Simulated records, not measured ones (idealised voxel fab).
Title: Process Module voxel spacer lines
265 nm wide, 5 nm square cells: that's cross-section cut.
Notation: cross-section as square-cell grid; stated in bands, top first, going down; one or more cell rows per band.
Band: top and bottom heights (nm) first, top before bottom; then materials from left to right, widths in nm. "all across" marks a sole material filling the band edge to edge. "empty" denotes empty space.
We count height from 0. Below that, the starting wafer is all one material. The lowest band never ends at the bottom but goes on down; see "0..down" for how that is written.
With a width like "30..40", each row of cells in the band differs from the next by the same amount, the top row carrying the first number and the bottom row the second.
For the purposes of this document, the phrase "changes: none" attached to a step denotes that no cell within the cross-section was modified by that step.
"Catalogued sealed voids" - sealed voids, min. 8 cells, no opening to top; format: width x height at distance (distance from left edge; nm throughout).
Where a step's line continues beyond its settings, the continuation is a remark by the simulator itself on that step.
What "overlay nm" on a step's line means: if the step has a mask, that mask lay this far to the right of its planned place, or, when the value is negative, to the left.

## Planned step list for the process
| 1 | RECEIVE,material Si |
| 2 | CONFORMAL_DEP,material SiO2,thk nm 10 |
| 3 | DIRECTIONAL_DEP,material polySi,thk nm 20 |
| 4 | DIRECTIONAL_DEP,material aC,thk nm 20 |
| 5 | PATTERN,tone cover,mask id MANDREL,material resist,width nm 20,pitch nm 60,thk nm 30,overlay nm 0 |
| 6 | DIRECTIONAL_ETCH,etch materials aC,depth nm 20 |
| 7 | STRIP,etch materials resist |
| 8 | CONFORMAL_DEP,material SiN,thk nm 10 |
| 9 | DIRECTIONAL_ETCH,etch materials SiN,depth nm 10 |
| 10 | STRIP,etch materials aC |
| 11 | DIRECTIONAL_ETCH,etch materials polySi,depth nm 20 |
| 12 | STRIP,etch materials SiN |
| 13 | FILL_DEP,material SiO2,thk nm 5 |
| 14 | CMP,height nm 30 |

## The first of a set of two wafers, run to plan

## Incoming wafer in cross-section (state: after step 1)
    0..down = Si all across
    Catalogued sealed voids: none

## You're looking at a cross-section of the wafer after step 2
    10..0 = SiO2 all across
    below 0: unchanged

## You're looking at a cross-section of the wafer after step 3
    30..10 = polySi all across
    below 10: unchanged

## You're looking at a cross-section of the wafer after step 4
    50..30 = aC all across
    below 30: unchanged

## You're looking at a cross-section of the wafer after step 5
    80..50 = empty (60), then resist (20), then empty (40), then resist (20), then empty (40), then resist (20), then empty (65)
    below 50: unchanged

## You're looking at a cross-section of the wafer after step 6
    60..50 = empty (60), then resist (20), then empty (40), then resist (20), then empty (40), then resist (20), then empty (65)
    50..30 = empty (60), then aC (20), then empty (40), then aC (20), then empty (40), then aC (20), then empty (65)
    below 30: unchanged

## You're looking at a cross-section of the wafer after step 7
    50..30 = empty (60), then aC (20), then empty (40), then aC (20), then empty (40), then aC (20), then empty (65)
    below 30: unchanged

## You're looking at a cross-section of the wafer after step 8
    60..50 = empty (50), then SiN (40), then empty (20), then SiN (40), then empty (20), then SiN (40), then empty (55)
    50..40 = empty (50), then SiN (10), then aC (20), then SiN (10), then empty (20), then SiN (10), then aC (20), then SiN (10), then empty (20), then SiN (10), then aC (20), then SiN (10), then empty (55)
    40..30 = SiN (60), then aC (20), then SiN (40), then aC (20), then SiN (40), then aC (20), then SiN (65)
    below 30: unchanged

## You're looking at a cross-section of the wafer after step 9
    50..30 = empty (50), then SiN (10), then aC (20), then SiN (10), then empty (20), then SiN (10), then aC (20), then SiN (10), then empty (20), then SiN (10), then aC (20), then SiN (10), then empty (55)
    below 30: unchanged

## You're looking at a cross-section of the wafer after step 10
    50..30 = empty (50), then SiN (10), then empty (20), then SiN (10), then empty (20), then SiN (10), then empty (20), then SiN (10), then empty (20), then SiN (10), then empty (20), then SiN (10), then empty (55)
    below 30: unchanged

## You're looking at a cross-section of the wafer after step 11
    50..30 = empty (50), then SiN (10), then empty (20), then SiN (10), then empty (20), then SiN (10), then empty (20), then SiN (10), then empty (20), then SiN (10), then empty (20), then SiN (10), then empty (55)
    30..10 = empty (50), then polySi (10), then empty (20), then polySi (10), then empty (20), then polySi (10), then empty (20), then polySi (10), then empty (20), then polySi (10), then empty (20), then polySi (10), then empty (55)
    below 10: unchanged

## You're looking at a cross-section of the wafer after step 12
    30..10 = empty (50), then polySi (10), then empty (20), then polySi (10), then empty (20), then polySi (10), then empty (20), then polySi (10), then empty (20), then polySi (10), then empty (20), then polySi (10), then empty (55)
    below 10: unchanged

## You're looking at a cross-section of the wafer after step 13
    35..30 = SiO2 all across
    30..10 = SiO2 (50), then polySi (10), then SiO2 (20), then polySi (10), then SiO2 (20), then polySi (10), then SiO2 (20), then polySi (10), then SiO2 (20), then polySi (10), then SiO2 (20), then polySi (10), then SiO2 (55)
    below 10: unchanged

## You're looking at a cross-section of the wafer after step 14
    30..10 = SiO2 (50), then polySi (10), then SiO2 (20), then polySi (10), then SiO2 (20), then polySi (10), then SiO2 (20), then polySi (10), then SiO2 (20), then polySi (10), then SiO2 (20), then polySi (10), then SiO2 (55)
    below 10: unchanged

## Wafer two of two - same starting point, same process plan, one mistake in execution; matches wafer one up to and including step 4

## Second wafer, section view, time point: scheduled end of step 5
    80..50 = empty (70), then resist (20), then empty (40), then resist (20), then empty (40), then resist (20), then empty (55)
    below 50: unchanged

## Second wafer, section view, time point: scheduled end of step 6
    60..50 = empty (70), then resist (20), then empty (40), then resist (20), then empty (40), then resist (20), then empty (55)
    50..30 = empty (70), then aC (20), then empty (40), then aC (20), then empty (40), then aC (20), then empty (55)
    below 30: unchanged

## Second wafer, section view, time point: scheduled end of step 7
    50..30 = empty (70), then aC (20), then empty (40), then aC (20), then empty (40), then aC (20), then empty (55)
    below 30: unchanged

## Second wafer, section view, time point: scheduled end of step 8
    60..50 = empty (60), then SiN (40), then empty (20), then SiN (40), then empty (20), then SiN (40), then empty (45)
    50..40 = empty (60), then SiN (10), then aC (20), then SiN (10), then empty (20), then SiN (10), then aC (20), then SiN (10), then empty (20), then SiN (10), then aC (20), then SiN (10), then empty (45)
    40..30 = SiN (70), then aC (20), then SiN (40), then aC (20), then SiN (40), then aC (20), then SiN (55)
    below 30: unchanged

## Second wafer, section view, time point: scheduled end of step 9
    50..30 = empty (60), then SiN (10), then aC (20), then SiN (10), then empty (20), then SiN (10), then aC (20), then SiN (10), then empty (20), then SiN (10), then aC (20), then SiN (10), then empty (45)
    below 30: unchanged

## Second wafer, section view, time point: scheduled end of step 10
    50..30 = empty (60), then SiN (10), then empty (20), then SiN (10), then empty (20), then SiN (10), then empty (20), then SiN (10), then empty (20), then SiN (10), then empty (20), then SiN (10), then empty (45)
    below 30: unchanged

## Second wafer, section view, time point: scheduled end of step 11
    50..30 = empty (60), then SiN (10), then empty (20), then SiN (10), then empty (20), then SiN (10), then empty (20), then SiN (10), then empty (20), then SiN (10), then empty (20), then SiN (10), then empty (45)
    30..10 = empty (60), then polySi (10), then empty (20), then polySi (10), then empty (20), then polySi (10), then empty (20), then polySi (10), then empty (20), then polySi (10), then empty (20), then polySi (10), then empty (45)
    below 10: unchanged

## Second wafer, section view, time point: scheduled end of step 12
    30..10 = empty (60), then polySi (10), then empty (20), then polySi (10), then empty (20), then polySi (10), then empty (20), then polySi (10), then empty (20), then polySi (10), then empty (20), then polySi (10), then empty (45)
    below 10: unchanged

## Second wafer, section view, time point: scheduled end of step 13
    35..30 = SiO2 all across
    30..10 = SiO2 (60), then polySi (10), then SiO2 (20), then polySi (10), then SiO2 (20), then polySi (10), then SiO2 (20), then polySi (10), then SiO2 (20), then polySi (10), then SiO2 (20), then polySi (10), then SiO2 (45)
    below 10: unchanged

## Second wafer, section view, time point: scheduled end of step 14
    30..10 = SiO2 (60), then polySi (10), then SiO2 (20), then polySi (10), then SiO2 (20), then polySi (10), then SiO2 (20), then polySi (10), then SiO2 (20), then polySi (10), then SiO2 (20), then polySi (10), then SiO2 (45)
    below 10: unchanged
Heads up, the wafer didn't run the way we planned it: the process deviated at step 5: the operation and settings actually run there were PATTERN,tone cover,mask id MANDREL,material resist,width nm 20,pitch nm 60,thk nm 30,overlay nm 10
Upon completion, the cell count for each material on the second wafer equals that on the first, whereas the spatial distribution of those cells differs.
